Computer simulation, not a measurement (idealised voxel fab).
The process module that follows is named voxel wiring stack.
For reference, the cross-section in this document is cut, with width 180 nm and square cells of 5 nm.
Cross-section format: a grid of square cells, given as bands from top to bottom; each band is one or more rows of cells. Top, bottom (nm), then materials left to right with widths (nm); lone material tagged "everywhere" fills the whole band edge to edge; "air" = empty space. Zero point of the height axis is 0; under it, received wafer = one material. Lowest band: continues down indefinitely, "0 -> down". A two-number width, for instance "30 to 40", indicates that the width is equal to the first number in the top row of the band and to the second number in the bottom row, and that it changes by a constant amount per row of cells. It should be understood that the words "no modifications", when stated for a given step, signify that the cross-section underwent no change in any of its cells during that step. In the "Closed void table" entry, you get each enclosed empty space of 8 cells or more, one with no open way to the top, written width x height at distance, distance from the left edge, in nm. The remark found on a step's line after its settings is issued by the simulator itself and pertains to that step. The optional step-line setting "overlay nm" applies to steps with a mask and quantifies how far to the right of its planned location the mask lay, a negative value indicating leftward placement.

The process steps that were planned are listed below:
1. RECEIVE,material Si
2. CONFORMAL_DEP,material SiO2,thk nm 10
3. DIRECTIONAL_DEP,material TiN,thk nm 5
4. DIRECTIONAL_DEP,material Ru,thk nm 15
5. MASKED_ETCH,tone cover,mask id METAL_1,width nm 30,pitch nm 50,etch materials Ru,depth nm 15,overlay nm 0
6. MASKED_ETCH,tone cover,mask id METAL_1,width nm 30,pitch nm 50,etch materials TiN,depth nm 5,overlay nm 0
7. CONFORMAL_DEP,material SiCN,thk nm 5
8. FILL_DEP,material SiO2,thk nm 10
9. CMP,height nm 30
10. CONFORMAL_DEP,material SiCN,thk nm 5
11. DIRECTIONAL_DEP,material SiO2,thk nm 30
12. MASKED_ETCH,tone open,mask id METAL_2_HOLES,width nm 15,pitch nm 50,etch materials SiO2,depth nm 30,overlay nm 0
13. PATTERN,tone open,mask id METAL_2,material resist,width nm 30,pitch nm 50,thk nm 20,overlay nm 0
14. DIRECTIONAL_ETCH,etch materials SiO2,depth nm 20
15. DIRECTIONAL_ETCH,etch materials SiCN,depth nm 5
16. STRIP,etch materials resist
17. CONFORMAL_DEP,material TiN,thk nm 5
18. FILL_DEP,material Ru,thk nm 5
19. CMP,height nm 65
20. CONFORMAL_DEP,material SiCN,thk nm 5
21. DIRECTIONAL_DEP,material SiO2,thk nm 25
22. PATTERN,tone open,mask id METAL_3,material resist,width nm 30,pitch nm 50,thk nm 20,overlay nm 0
23. DIRECTIONAL_ETCH,etch materials SiO2,depth nm 15
24. STRIP,etch materials resist
25. MASKED_ETCH,tone open,mask id METAL_3_HOLES,width nm 15,etch materials SiO2,depth nm 10,overlay nm 0
26. MASKED_ETCH,tone open,mask id METAL_3_HOLES,width nm 15,etch materials SiCN,depth nm 5,overlay nm 0
27. CONFORMAL_DEP,material TiN,thk nm 5
28. FILL_DEP,material Ru,thk nm 10
29. CMP,height nm 95
30. CONFORMAL_DEP,material SiCN,thk nm 5
31. DIRECTIONAL_DEP,material lowk,thk nm 35
32. MASKED_ETCH,tone open,mask id METAL_4,width nm 30,pitch nm 50,etch materials lowk,depth nm 20,overlay nm 0
33. MASKED_ETCH,tone open,mask id METAL_4_HOLES,width nm 15,pitch nm 50,etch materials lowk,depth nm 15,overlay nm 0
34. MASKED_ETCH,tone open,mask id METAL_4_HOLES,width nm 15,pitch nm 50,etch materials SiCN,depth nm 5,overlay nm 0
35. CONFORMAL_DEP,material TiN,thk nm 5
36. FILL_DEP,material Ru,thk nm 5
37. CMP,height nm 135
38. CONFORMAL_DEP,material SiCN,thk nm 5

On the first of the two wafers: run conducted according to plan:

Wafer cross-section on receipt, i.e. after step 1:
  0 -> down: Si everywhere
  Closed void table: none

Cross-section of the wafer after step 2:
  10 -> 0: SiO2 everywhere
  Note: structure below 0 unchanged.

Cross-section of the wafer after step 3:
  15 -> 10: TiN everywhere
  Note: structure below 10 unchanged.

Cross-section of the wafer after step 4:
  30 -> 15: Ru everywhere
  Note: structure below 15 unchanged.

Cross-section of the wafer after step 5:
  30 -> 15: air 50 nm  Ru 30 nm  air 20 nm  Ru 30 nm  air 50 nm
  Note: structure below 15 unchanged.

Cross-section of the wafer after step 6:
  30 -> 15: air 50 nm  Ru 30 nm  air 20 nm  Ru 30 nm  air 50 nm
  15 -> 10: air 50 nm  TiN 30 nm  air 20 nm  TiN 30 nm  air 50 nm
  Note: structure below 10 unchanged.

Cross-section of the wafer after step 7:
  35 -> 30: air 45 nm  SiCN 40 nm  air 10 nm  SiCN 40 nm  air 45 nm
  30 -> 15: air 45 nm  SiCN 5 nm  Ru 30 nm  SiCN 5 nm  air 10 nm  SiCN 5 nm  Ru 30 nm  SiCN 5 nm  air 45 nm
  15 -> 10: SiCN 50 nm  TiN 30 nm  SiCN 20 nm  TiN 30 nm  SiCN 50 nm
  Note: structure below 10 unchanged.

Cross-section of the wafer after step 8:
  45 -> 35: SiO2 everywhere
  35 -> 30: SiO2 45 nm  SiCN 40 nm  SiO2 10 nm  SiCN 40 nm  SiO2 45 nm
  30 -> 15: SiO2 45 nm  SiCN 5 nm  Ru 30 nm  SiCN 5 nm  SiO2 10 nm  SiCN 5 nm  Ru 30 nm  SiCN 5 nm  SiO2 45 nm
  Note: structure below 15 unchanged.

Cross-section of the wafer after step 9:
  30 -> 15: SiO2 45 nm  SiCN 5 nm  Ru 30 nm  SiCN 5 nm  SiO2 10 nm  SiCN 5 nm  Ru 30 nm  SiCN 5 nm  SiO2 45 nm
  Note: structure below 15 unchanged.

Cross-section of the wafer after step 10:
  35 -> 30: SiCN everywhere
  Note: structure below 30 unchanged.

Cross-section of the wafer after step 11:
  65 -> 35: SiO2 everywhere
  Note: structure below 35 unchanged.

Cross-section of the wafer after step 12:
  65 -> 35: SiO2 50 nm  air 15 nm  SiO2 35 nm  air 15 nm  SiO2 65 nm
  Note: structure below 35 unchanged.

Cross-section of the wafer after step 13:
  85 -> 65: resist 50 nm  air 30 nm  resist 20 nm  air 30 nm  resist 50 nm
  Note: structure below 65 unchanged.

Cross-section of the wafer after step 14:
  85 -> 65: resist 50 nm  air 30 nm  resist 20 nm  air 30 nm  resist 50 nm
  65 -> 45: SiO2 50 nm  air 30 nm  SiO2 20 nm  air 30 nm  SiO2 50 nm
  Note: structure below 45 unchanged.

Cross-section of the wafer after step 15:
  85 -> 65: resist 50 nm  air 30 nm  resist 20 nm  air 30 nm  resist 50 nm
  65 -> 45: SiO2 50 nm  air 30 nm  SiO2 20 nm  air 30 nm  SiO2 50 nm
  45 -> 35: SiO2 50 nm  air 15 nm  SiO2 35 nm  air 15 nm  SiO2 65 nm
  35 -> 30: SiCN 50 nm  air 15 nm  SiCN 35 nm  air 15 nm  SiCN 65 nm
  Note: structure below 30 unchanged.

Cross-section of the wafer after step 16:
  65 -> 45: SiO2 50 nm  air 30 nm  SiO2 20 nm  air 30 nm  SiO2 50 nm
  Note: structure below 45 unchanged.

Cross-section of the wafer after step 17:
  70 -> 65: TiN 55 nm  air 20 nm  TiN 30 nm  air 20 nm  TiN 55 nm
  65 -> 50: SiO2 50 nm  TiN 5 nm  air 20 nm  TiN 5 nm  SiO2 20 nm  TiN 5 nm  air 20 nm  TiN 5 nm  SiO2 50 nm
  50 -> 45: SiO2 50 nm  TiN 5 nm  air 5 nm  TiN 20 nm  SiO2 20 nm  TiN 5 nm  air 5 nm  TiN 20 nm  SiO2 50 nm
  45 -> 35: SiO2 50 nm  TiN 5 nm  air 5 nm  TiN 5 nm  SiO2 35 nm  TiN 5 nm  air 5 nm  TiN 5 nm  SiO2 65 nm
  35 -> 30: SiCN 50 nm  TiN 15 nm  SiCN 35 nm  TiN 15 nm  SiCN 65 nm
  Note: structure below 30 unchanged.

Cross-section of the wafer after step 18:
  75 -> 70: Ru everywhere
  70 -> 65: TiN 55 nm  Ru 20 nm  TiN 30 nm  Ru 20 nm  TiN 55 nm
  65 -> 50: SiO2 50 nm  TiN 5 nm  Ru 20 nm  TiN 5 nm  SiO2 20 nm  TiN 5 nm  Ru 20 nm  TiN 5 nm  SiO2 50 nm
  50 -> 45: SiO2 50 nm  TiN 5 nm  Ru 5 nm  TiN 20 nm  SiO2 20 nm  TiN 5 nm  Ru 5 nm  TiN 20 nm  SiO2 50 nm
  45 -> 35: SiO2 50 nm  TiN 5 nm  Ru 5 nm  TiN 5 nm  SiO2 35 nm  TiN 5 nm  Ru 5 nm  TiN 5 nm  SiO2 65 nm
  Note: structure below 35 unchanged.

Cross-section of the wafer after step 19:
  65 -> 50: SiO2 50 nm  TiN 5 nm  Ru 20 nm  TiN 5 nm  SiO2 20 nm  TiN 5 nm  Ru 20 nm  TiN 5 nm  SiO2 50 nm
  Note: structure below 50 unchanged.

Cross-section of the wafer after step 20:
  70 -> 65: SiCN everywhere
  Note: structure below 65 unchanged.

Cross-section of the wafer after step 21:
  95 -> 70: SiO2 everywhere
  Note: structure below 70 unchanged.

Cross-section of the wafer after step 22:
  115 -> 95: resist 50 nm  air 30 nm  resist 20 nm  air 30 nm  resist 50 nm
  Note: structure below 95 unchanged.

Cross-section of the wafer after step 23:
  115 -> 95: resist 50 nm  air 30 nm  resist 20 nm  air 30 nm  resist 50 nm
  95 -> 80: SiO2 50 nm  air 30 nm  SiO2 20 nm  air 30 nm  SiO2 50 nm
  Note: structure below 80 unchanged.

Cross-section of the wafer after step 24:
  95 -> 80: SiO2 50 nm  air 30 nm  SiO2 20 nm  air 30 nm  SiO2 50 nm
  Note: structure below 80 unchanged.

Cross-section of the wafer after step 25:
  95 -> 80: SiO2 50 nm  air 30 nm  SiO2 20 nm  air 30 nm  SiO2 50 nm
  80 -> 70: SiO2 50 nm  air 15 nm  SiO2 115 nm
  Note: structure below 70 unchanged.

Cross-section of the wafer after step 26:
  95 -> 80: SiO2 50 nm  air 30 nm  SiO2 20 nm  air 30 nm  SiO2 50 nm
  80 -> 70: SiO2 50 nm  air 15 nm  SiO2 115 nm
  70 -> 65: SiCN 50 nm  air 15 nm  SiCN 115 nm
  Note: structure below 65 unchanged.

Cross-section of the wafer after step 27:
  100 -> 95: TiN 55 nm  air 20 nm  TiN 30 nm  air 20 nm  TiN 55 nm
  95 -> 85: SiO2 50 nm  TiN 5 nm  air 20 nm  TiN 5 nm  SiO2 20 nm  TiN 5 nm  air 20 nm  TiN 5 nm  SiO2 50 nm
  85 -> 80: SiO2 50 nm  TiN 5 nm  air 5 nm  TiN 20 nm  SiO2 20 nm  TiN 30 nm  SiO2 50 nm
  80 -> 70: SiO2 50 nm  TiN 5 nm  air 5 nm  TiN 5 nm  SiO2 115 nm
  70 -> 65: SiCN 50 nm  TiN 15 nm  SiCN 115 nm
  Note: structure below 65 unchanged.

Cross-section of the wafer after step 28:
  110 -> 100: Ru everywhere
  100 -> 95: TiN 55 nm  Ru 20 nm  TiN 30 nm  Ru 20 nm  TiN 55 nm
  95 -> 85: SiO2 50 nm  TiN 5 nm  Ru 20 nm  TiN 5 nm  SiO2 20 nm  TiN 5 nm  Ru 20 nm  TiN 5 nm  SiO2 50 nm
  85 -> 80: SiO2 50 nm  TiN 5 nm  Ru 5 nm  TiN 20 nm  SiO2 20 nm  TiN 30 nm  SiO2 50 nm
  80 -> 70: SiO2 50 nm  TiN 5 nm  Ru 5 nm  TiN 5 nm  SiO2 115 nm
  Note: structure below 70 unchanged.

Cross-section of the wafer after step 29:
  95 -> 85: SiO2 50 nm  TiN 5 nm  Ru 20 nm  TiN 5 nm  SiO2 20 nm  TiN 5 nm  Ru 20 nm  TiN 5 nm  SiO2 50 nm
  Note: structure below 85 unchanged.

Cross-section of the wafer after step 30:
  100 -> 95: SiCN everywhere
  Note: structure below 95 unchanged.

Cross-section of the wafer after step 31:
  135 -> 100: lowk everywhere
  Note: structure below 100 unchanged.

Cross-section of the wafer after step 32:
  135 -> 115: lowk 50 nm  air 30 nm  lowk 20 nm  air 30 nm  lowk 50 nm
  Note: structure below 115 unchanged.

Cross-section of the wafer after step 33:
  135 -> 115: lowk 50 nm  air 30 nm  lowk 20 nm  air 30 nm  lowk 50 nm
  115 -> 100: lowk 50 nm  air 15 nm  lowk 35 nm  air 15 nm  lowk 65 nm
  Note: structure below 100 unchanged.

Cross-section of the wafer after step 34:
  135 -> 115: lowk 50 nm  air 30 nm  lowk 20 nm  air 30 nm  lowk 50 nm
  115 -> 100: lowk 50 nm  air 15 nm  lowk 35 nm  air 15 nm  lowk 65 nm
  100 -> 95: SiCN 50 nm  air 15 nm  SiCN 35 nm  air 15 nm  SiCN 65 nm
  Note: structure below 95 unchanged.

Cross-section of the wafer after step 35:
  140 -> 135: TiN 55 nm  air 20 nm  TiN 30 nm  air 20 nm  TiN 55 nm
  135 -> 120: lowk 50 nm  TiN 5 nm  air 20 nm  TiN 5 nm  lowk 20 nm  TiN 5 nm  air 20 nm  TiN 5 nm  lowk 50 nm
  120 -> 115: lowk 50 nm  TiN 5 nm  air 5 nm  TiN 20 nm  lowk 20 nm  TiN 5 nm  air 5 nm  TiN 20 nm  lowk 50 nm
  115 -> 100: lowk 50 nm  TiN 5 nm  air 5 nm  TiN 5 nm  lowk 35 nm  TiN 5 nm  air 5 nm  TiN 5 nm  lowk 65 nm
  100 -> 95: SiCN 50 nm  TiN 15 nm  SiCN 35 nm  TiN 15 nm  SiCN 65 nm
  Note: structure below 95 unchanged.

Cross-section of the wafer after step 36:
  145 -> 140: Ru everywhere
  140 -> 135: TiN 55 nm  Ru 20 nm  TiN 30 nm  Ru 20 nm  TiN 55 nm
  135 -> 120: lowk 50 nm  TiN 5 nm  Ru 20 nm  TiN 5 nm  lowk 20 nm  TiN 5 nm  Ru 20 nm  TiN 5 nm  lowk 50 nm
  120 -> 115: lowk 50 nm  TiN 5 nm  Ru 5 nm  TiN 20 nm  lowk 20 nm  TiN 5 nm  Ru 5 nm  TiN 20 nm  lowk 50 nm
  115 -> 100: lowk 50 nm  TiN 5 nm  Ru 5 nm  TiN 5 nm  lowk 35 nm  TiN 5 nm  Ru 5 nm  TiN 5 nm  lowk 65 nm
  Note: structure below 100 unchanged.

Cross-section of the wafer after step 37:
  135 -> 120: lowk 50 nm  TiN 5 nm  Ru 20 nm  TiN 5 nm  lowk 20 nm  TiN 5 nm  Ru 20 nm  TiN 5 nm  lowk 50 nm
  Note: structure below 120 unchanged.

Cross-section of the wafer after step 38:
  140 -> 135: SiCN everywhere
  Note: structure below 135 unchanged.

Second wafer: like start, like plan, one mistake. Through step 8 it matches the first wafer:

Second wafer cross-section, taken as of the time the plan sets for step 9 to be done: no modifications

Second wafer cross-section, taken as of the time the plan sets for step 10 to be done:
  50 -> 45: SiCN everywhere
  Note: structure below 45 unchanged.

Second wafer cross-section, taken as of the time the plan sets for step 11 to be done:
  80 -> 50: SiO2 everywhere
  Note: structure below 50 unchanged.

Second wafer cross-section, taken as of the time the plan sets for step 12 to be done:
  80 -> 50: SiO2 50 nm  air 15 nm  SiO2 35 nm  air 15 nm  SiO2 65 nm
  Note: structure below 50 unchanged.

Second wafer cross-section, taken as of the time the plan sets for step 13 to be done:
  100 -> 80: resist 50 nm  air 30 nm  resist 20 nm  air 30 nm  resist 50 nm
  Note: structure below 80 unchanged.

Second wafer cross-section, taken as of the time the plan sets for step 14 to be done:
  100 -> 80: resist 50 nm  air 30 nm  resist 20 nm  air 30 nm  resist 50 nm
  80 -> 60: SiO2 50 nm  air 30 nm  SiO2 20 nm  air 30 nm  SiO2 50 nm
  Note: structure below 60 unchanged.

Second wafer cross-section, taken as of the time the plan sets for step 15 to be done:
  100 -> 80: resist 50 nm  air 30 nm  resist 20 nm  air 30 nm  resist 50 nm
  80 -> 60: SiO2 50 nm  air 30 nm  SiO2 20 nm  air 30 nm  SiO2 50 nm
  60 -> 50: SiO2 50 nm  air 15 nm  SiO2 35 nm  air 15 nm  SiO2 65 nm
  50 -> 45: SiCN 50 nm  air 15 nm  SiCN 35 nm  air 15 nm  SiCN 65 nm
  Note: structure below 45 unchanged.

Second wafer cross-section, taken as of the time the plan sets for step 16 to be done:
  80 -> 60: SiO2 50 nm  air 30 nm  SiO2 20 nm  air 30 nm  SiO2 50 nm
  Note: structure below 60 unchanged.

Second wafer cross-section, taken as of the time the plan sets for step 17 to be done:
  85 -> 80: TiN 55 nm  air 20 nm  TiN 30 nm  air 20 nm  TiN 55 nm
  80 -> 65: SiO2 50 nm  TiN 5 nm  air 20 nm  TiN 5 nm  SiO2 20 nm  TiN 5 nm  air 20 nm  TiN 5 nm  SiO2 50 nm
  65 -> 60: SiO2 50 nm  TiN 5 nm  air 5 nm  TiN 20 nm  SiO2 20 nm  TiN 5 nm  air 5 nm  TiN 20 nm  SiO2 50 nm
  60 -> 50: SiO2 50 nm  TiN 5 nm  air 5 nm  TiN 5 nm  SiO2 35 nm  TiN 5 nm  air 5 nm  TiN 5 nm  SiO2 65 nm
  50 -> 45: SiCN 50 nm  TiN 15 nm  SiCN 35 nm  TiN 15 nm  SiCN 65 nm
  Note: structure below 45 unchanged.

Second wafer cross-section, taken as of the time the plan sets for step 18 to be done:
  90 -> 85: Ru everywhere
  85 -> 80: TiN 55 nm  Ru 20 nm  TiN 30 nm  Ru 20 nm  TiN 55 nm
  80 -> 65: SiO2 50 nm  TiN 5 nm  Ru 20 nm  TiN 5 nm  SiO2 20 nm  TiN 5 nm  Ru 20 nm  TiN 5 nm  SiO2 50 nm
  65 -> 60: SiO2 50 nm  TiN 5 nm  Ru 5 nm  TiN 20 nm  SiO2 20 nm  TiN 5 nm  Ru 5 nm  TiN 20 nm  SiO2 50 nm
  60 -> 50: SiO2 50 nm  TiN 5 nm  Ru 5 nm  TiN 5 nm  SiO2 35 nm  TiN 5 nm  Ru 5 nm  TiN 5 nm  SiO2 65 nm
  Note: structure below 50 unchanged.

Second wafer cross-section, taken as of the time the plan sets for step 19 to be done:
  65 -> 60: SiO2 50 nm  TiN 5 nm  Ru 5 nm  TiN 20 nm  SiO2 20 nm  TiN 5 nm  Ru 5 nm  TiN 20 nm  SiO2 50 nm
  Note: structure below 60 unchanged.

Second wafer cross-section, taken as of the time the plan sets for step 20 to be done:
  70 -> 65: SiCN everywhere
  Note: structure below 65 unchanged.

Second wafer cross-section, taken as of the time the plan sets for step 21 to be done:
  95 -> 70: SiO2 everywhere
  Note: structure below 70 unchanged.

Second wafer cross-section, taken as of the time the plan sets for step 22 to be done:
  115 -> 95: resist 50 nm  air 30 nm  resist 20 nm  air 30 nm  resist 50 nm
  Note: structure below 95 unchanged.

Second wafer cross-section, taken as of the time the plan sets for step 23 to be done:
  115 -> 95: resist 50 nm  air 30 nm  resist 20 nm  air 30 nm  resist 50 nm
  95 -> 80: SiO2 50 nm  air 30 nm  SiO2 20 nm  air 30 nm  SiO2 50 nm
  Note: structure below 80 unchanged.

Second wafer cross-section, taken as of the time the plan sets for step 24 to be done:
  95 -> 80: SiO2 50 nm  air 30 nm  SiO2 20 nm  air 30 nm  SiO2 50 nm
  Note: structure below 80 unchanged.

Second wafer cross-section, taken as of the time the plan sets for step 25 to be done:
  95 -> 80: SiO2 50 nm  air 30 nm  SiO2 20 nm  air 30 nm  SiO2 50 nm
  80 -> 70: SiO2 50 nm  air 15 nm  SiO2 115 nm
  Note: structure below 70 unchanged.

Second wafer cross-section, taken as of the time the plan sets for step 26 to be done:
  95 -> 80: SiO2 50 nm  air 30 nm  SiO2 20 nm  air 30 nm  SiO2 50 nm
  80 -> 70: SiO2 50 nm  air 15 nm  SiO2 115 nm
  70 -> 65: SiCN 50 nm  air 15 nm  SiCN 115 nm
  Note: structure below 65 unchanged.

Second wafer cross-section, taken as of the time the plan sets for step 27 to be done:
  100 -> 95: TiN 55 nm  air 20 nm  TiN 30 nm  air 20 nm  TiN 55 nm
  95 -> 85: SiO2 50 nm  TiN 5 nm  air 20 nm  TiN 5 nm  SiO2 20 nm  TiN 5 nm  air 20 nm  TiN 5 nm  SiO2 50 nm
  85 -> 80: SiO2 50 nm  TiN 5 nm  air 5 nm  TiN 20 nm  SiO2 20 nm  TiN 30 nm  SiO2 50 nm
  80 -> 70: SiO2 50 nm  TiN 5 nm  air 5 nm  TiN 5 nm  SiO2 115 nm
  70 -> 65: SiCN 50 nm  TiN 15 nm  SiCN 115 nm
  Note: structure below 65 unchanged.

Second wafer cross-section, taken as of the time the plan sets for step 28 to be done:
  110 -> 100: Ru everywhere
  100 -> 95: TiN 55 nm  Ru 20 nm  TiN 30 nm  Ru 20 nm  TiN 55 nm
  95 -> 85: SiO2 50 nm  TiN 5 nm  Ru 20 nm  TiN 5 nm  SiO2 20 nm  TiN 5 nm  Ru 20 nm  TiN 5 nm  SiO2 50 nm
  85 -> 80: SiO2 50 nm  TiN 5 nm  Ru 5 nm  TiN 20 nm  SiO2 20 nm  TiN 30 nm  SiO2 50 nm
  80 -> 70: SiO2 50 nm  TiN 5 nm  Ru 5 nm  TiN 5 nm  SiO2 115 nm
  Note: structure below 70 unchanged.

Second wafer cross-section, taken as of the time the plan sets for step 29 to be done:
  95 -> 85: SiO2 50 nm  TiN 5 nm  Ru 20 nm  TiN 5 nm  SiO2 20 nm  TiN 5 nm  Ru 20 nm  TiN 5 nm  SiO2 50 nm
  Note: structure below 85 unchanged.

Second wafer cross-section, taken as of the time the plan sets for step 30 to be done:
  100 -> 95: SiCN everywhere
  Note: structure below 95 unchanged.

Second wafer cross-section, taken as of the time the plan sets for step 31 to be done:
  135 -> 100: lowk everywhere
  Note: structure below 100 unchanged.

Second wafer cross-section, taken as of the time the plan sets for step 32 to be done:
  135 -> 115: lowk 50 nm  air 30 nm  lowk 20 nm  air 30 nm  lowk 50 nm
  Note: structure below 115 unchanged.

Second wafer cross-section, taken as of the time the plan sets for step 33 to be done:
  135 -> 115: lowk 50 nm  air 30 nm  lowk 20 nm  air 30 nm  lowk 50 nm
  115 -> 100: lowk 50 nm  air 15 nm  lowk 35 nm  air 15 nm  lowk 65 nm
  Note: structure below 100 unchanged.

Second wafer cross-section, taken as of the time the plan sets for step 34 to be done:
  135 -> 115: lowk 50 nm  air 30 nm  lowk 20 nm  air 30 nm  lowk 50 nm
  115 -> 100: lowk 50 nm  air 15 nm  lowk 35 nm  air 15 nm  lowk 65 nm
  100 -> 95: SiCN 50 nm  air 15 nm  SiCN 35 nm  air 15 nm  SiCN 65 nm
  Note: structure below 95 unchanged.

Second wafer cross-section, taken as of the time the plan sets for step 35 to be done:
  140 -> 135: TiN 55 nm  air 20 nm  TiN 30 nm  air 20 nm  TiN 55 nm
  135 -> 120: lowk 50 nm  TiN 5 nm  air 20 nm  TiN 5 nm  lowk 20 nm  TiN 5 nm  air 20 nm  TiN 5 nm  lowk 50 nm
  120 -> 115: lowk 50 nm  TiN 5 nm  air 5 nm  TiN 20 nm  lowk 20 nm  TiN 5 nm  air 5 nm  TiN 20 nm  lowk 50 nm
  115 -> 100: lowk 50 nm  TiN 5 nm  air 5 nm  TiN 5 nm  lowk 35 nm  TiN 5 nm  air 5 nm  TiN 5 nm  lowk 65 nm
  100 -> 95: SiCN 50 nm  TiN 15 nm  SiCN 35 nm  TiN 15 nm  SiCN 65 nm
  Note: structure below 95 unchanged.

Second wafer cross-section, taken as of the time the plan sets for step 36 to be done:
  145 -> 140: Ru everywhere
  140 -> 135: TiN 55 nm  Ru 20 nm  TiN 30 nm  Ru 20 nm  TiN 55 nm
  135 -> 120: lowk 50 nm  TiN 5 nm  Ru 20 nm  TiN 5 nm  lowk 20 nm  TiN 5 nm  Ru 20 nm  TiN 5 nm  lowk 50 nm
  120 -> 115: lowk 50 nm  TiN 5 nm  Ru 5 nm  TiN 20 nm  lowk 20 nm  TiN 5 nm  Ru 5 nm  TiN 20 nm  lowk 50 nm
  115 -> 100: lowk 50 nm  TiN 5 nm  Ru 5 nm  TiN 5 nm  lowk 35 nm  TiN 5 nm  Ru 5 nm  TiN 5 nm  lowk 65 nm
  Note: structure below 100 unchanged.

Second wafer cross-section, taken as of the time the plan sets for step 37 to be done:
  135 -> 120: lowk 50 nm  TiN 5 nm  Ru 20 nm  TiN 5 nm  lowk 20 nm  TiN 5 nm  Ru 20 nm  TiN 5 nm  lowk 50 nm
  Note: structure below 120 unchanged.

Second wafer cross-section, taken as of the time the plan sets for step 38 to be done:
  140 -> 135: SiCN everywhere
  Note: structure below 135 unchanged.
what went wrong: step 9 of the plan got skipped, so it never ran
Looking at both finished wafers in cells, the second ends up ahead of or behind the first on some materials: 24 fewer of Ru; 16 more of SiCN; 20 more of SiO2; 12 fewer of TiN
